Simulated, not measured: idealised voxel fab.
The process module presented herein is designated voxel gate over fins.
Pictured: cross-section cut, 210 nm wide, on a grid of 5 nm square cells.
Throughout this document, each cross-section is represented as a grid of square cells and is presented as a sequence of bands enumerated from the top downward, where a band comprises one or more rows of cells. Look at the band entry: it leads with the top's height and the bottom's height in nm. Then it lists the materials left to right, with a width in nm for each. The word "everywhere" on a single material says that material fills the band edge to edge. The word "air" is empty space. The level at which height equals 0 is the one under which the wafer, as it arrives, is entirely one material. No lower edge exists for the bottom band, which continues downward and is notated as in "0 and below". Top row gets the first number, bottom row gets the second, and each row in between changes by the same step: that is how a band width like "30->40" works. When a step is marked "nothing different", none of the cells in the cross-section changed during that step. Voids not open to the top, 8 cells minimum: see "Unvented voids". Written width x height at distance; distance is from the left edge; nm. On each step's line, the part that comes after the settings is the simulator's own comment on the step. "overlay nm", when on a step's line for a step with a mask, measures how far to the right of its planned place the mask lay; a negative measure means to the left.
## Set out below are the planned steps of the process
1: RECEIVE [material Si]
2: CONFORMAL_DEP [material SiN] [thk nm 10]
3: DIRECTIONAL_DEP [material aC] [thk nm 15]
4: PATTERN [tone cover] [mask id FINS] [material resist] [width nm 15] [pitch nm 50] [thk nm 30] [overlay nm 0]
5: DIRECTIONAL_ETCH [etch materials aC] [depth nm 15]
6: STRIP [etch materials resist]
7: DIRECTIONAL_ETCH [etch materials SiN] [depth nm 10]
8: DIRECTIONAL_ETCH [etch materials Si] [depth nm 35]
9: STRIP [etch materials aC]
10: FILL_DEP [material SiO2] [thk nm 10]
11: CMP [height nm 10]
12: MASKED_ETCH [tone open] [mask id RAIL] [width nm 15] [etch materials SiO2] [depth nm 40] [overlay nm 0]
13: CONFORMAL_DEP [material TiN] [thk nm 5]
14: FILL_DEP [material W] [thk nm 5]
15: CMP [height nm 10]
16: SELECTIVE_ETCH [etch materials W Ru TiN] [depth nm 25]
17: FILL_DEP [material SiO2] [thk nm 5]
18: CMP [height nm 10]
19: SELECTIVE_ETCH [etch materials SiO2] [depth nm 20]
20: STRIP [etch materials SiN]
21: CONFORMAL_DEP [material HfO2] [thk nm 5]
22: CONFORMAL_DEP [material TiN] [thk nm 5]
23: CONFORMAL_DEP [material TiAl] [thk nm 5]
24: CONFORMAL_DEP [material TiN] [thk nm 5]
25: FILL_DEP [material W] [thk nm 15]
26: CMP [height nm 30]
27: CONFORMAL_DEP [material SiN] [thk nm 5]
## Cross-section, incoming material, after step 1
  0 and below | Si everywhere
  Unvented voids: none
## First of two wafers: cross-section at end of module, run per plan
  35 down to 30 | SiN everywhere
  30 down to 20 | W everywhere
  20 down to 15 | 25 W  155 TiN  30 W
  15 down to 10 | 25 W  5 TiN  45 TiAl  5 TiN  45 TiAl  5 TiN  45 TiAl  5 TiN  30 W
  10 down to 5 | 30 TiN  5 TiAl  35 TiN  5 TiAl  5 TiN  5 TiAl  35 TiN  5 TiAl  5 TiN  5 TiAl  35 TiN  5 TiAl  35 TiN
  5 down to 0 | 35 TiAl  5 TiN  25 HfO2  5 TiN  15 TiAl  5 TiN  25 HfO2  5 TiN  15 TiAl  5 TiN  25 HfO2  5 TiN  40 TiAl
  0 down to -5 | 40 TiN  5 HfO2  15 Si  5 HfO2  25 TiN  5 HfO2  15 Si  5 HfO2  25 TiN  5 HfO2  15 Si  5 HfO2  45 TiN
  -5 down to -10 | 45 HfO2  15 Si  35 HfO2  15 Si  35 HfO2  15 Si  50 HfO2
  -10 down to -15 | 45 SiO2  15 Si  35 SiO2  15 Si  35 SiO2  15 Si  50 SiO2
  -15 down to -25 | 45 SiO2  15 Si  10 SiO2  5 TiN  5 W  5 TiN  10 SiO2  15 Si  35 SiO2  15 Si  50 SiO2
  -25 down to -30 | 45 SiO2  15 Si  10 SiO2  15 TiN  10 SiO2  15 Si  35 SiO2  15 Si  50 SiO2
  -30 down to -35 | 45 SiO2  15 Si  35 SiO2  15 Si  35 SiO2  15 Si  50 SiO2
  -35 and below | Si everywhere
  Unvented voids: none
## Same start, same plan as the first wafer - but one mistake in the run. Cross-section of the second of the two at the end of the module
  45 down to 30 | SiN everywhere
  30 down to 20 | W everywhere
  20 down to 15 | 25 W  155 TiN  30 W
  15 down to 10 | 25 W  5 TiN  45 TiAl  5 TiN  45 TiAl  5 TiN  45 TiAl  5 TiN  30 W
  10 down to 5 | 30 TiN  5 TiAl  35 TiN  5 TiAl  5 TiN  5 TiAl  35 TiN  5 TiAl  5 TiN  5 TiAl  35 TiN  5 TiAl  35 TiN
  5 down to 0 | 35 TiAl  5 TiN  25 HfO2  5 TiN  15 TiAl  5 TiN  25 HfO2  5 TiN  15 TiAl  5 TiN  25 HfO2  5 TiN  40 TiAl
  0 down to -5 | 40 TiN  5 HfO2  15 Si  5 HfO2  25 TiN  5 HfO2  15 Si  5 HfO2  25 TiN  5 HfO2  15 Si  5 HfO2  45 TiN
  -5 down to -10 | 45 HfO2  15 Si  35 HfO2  15 Si  35 HfO2  15 Si  50 HfO2
  -10 down to -15 | 45 SiO2  15 Si  35 SiO2  15 Si  35 SiO2  15 Si  50 SiO2
  -15 down to -25 | 45 SiO2  15 Si  10 SiO2  5 TiN  5 W  5 TiN  10 SiO2  15 Si  35 SiO2  15 Si  50 SiO2
  -25 down to -30 | 45 SiO2  15 Si  10 SiO2  15 TiN  10 SiO2  15 Si  35 SiO2  15 Si  50 SiO2
  -30 down to -35 | 45 SiO2  15 Si  35 SiO2  15 Si  35 SiO2  15 Si  50 SiO2
  -35 and below | Si everywhere
  Unvented voids: none
Error vs. plan: so step 27 ended up running with a different setting than we planned, it ran as CONFORMAL_DEP [material SiN] [thk nm 15]
Final wafer comparison in cells, second versus first, more or fewer per material: +84 SiN
